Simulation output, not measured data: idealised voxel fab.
Process module name: voxel fin reveal
Section shown: cut. Width: 300 nm. Cell size: 5 nm, square.
A cross-section is a grid of square cells, given in bands from the top down. A band is one or more rows of cells. Read a band's entry like this: the first values are the height of its top and the height of its bottom in nm, and what follows is the sequence of materials from left to right, each with its width in nm. Note that "air" is empty space, and that a single material marked "full width" reaches across the band from edge to edge. All heights in this document are referenced to 0, defined as the level beneath which the wafer, as received, consists entirely of one material. The lowest band is not bounded below; it extends indefinitely downward and is written in the form "0 and below". It should be noted that a width expressed as "30 to 40" varies in equal increments from row to row of cells within the band, taking the value of the first number at the top row and that of the second number at the bottom row. When a step is marked "nothing altered", none of the cells in the cross-section changed during that step. "Closed-off voids" enumerates empty spaces isolated from the top, with no open way to it, that contain at least 8 cells, giving each as width x height at distance from the left edge, all three in nm. Whatever follows a step's settings on its line is a remark the simulator itself makes about that step. Each step line may optionally specify "overlay nm", which for a step with a mask gives the rightward distance between the mask's planned place and where it lay, a negative value indicating the leftward direction.
Set out below are the planned steps of the process
step 1: RECEIVE: material Si
step 2: CONFORMAL_DEP: material SiN, thk nm 10
step 3: PATTERN: tone cover, mask id FINS, material resist, width nm 15, pitch nm 35, thk nm 20, overlay nm 0
step 4: DIRECTIONAL_ETCH: etch materials SiN, depth nm 10
step 5: DIRECTIONAL_ETCH: etch materials Si, depth nm 35
step 6: STRIP: etch materials resist
step 7: OXIDIZE: depth nm 5
step 8: FILL_DEP: material SiO2, thk nm 15
step 9: CMP: height nm 10
step 10: SELECTIVE_ETCH: etch materials SiO2, depth nm 25
step 11: STRIP: etch materials SiN
Cross-section, incoming material, after step 1
> 0 and below = Si full width
> Closed-off voids: none
End-of-module cross-section. Starting structure and process plan as above; one mistake made in running it
> 0 down to -15 = 130 nm air  10 nm Si  25 nm air  10 nm Si  125 nm air
> -15 down to -40 = 130 nm SiO2  10 nm Si  25 nm SiO2  10 nm Si  125 nm SiO2
> -40 and below = Si full width
> Closed-off voids: none
Short version of what went wrong: step 3 ran as: PATTERN: tone cover, mask id FINS, material resist, width nm 20, pitch nm 35, thk nm 20, overlay nm 0
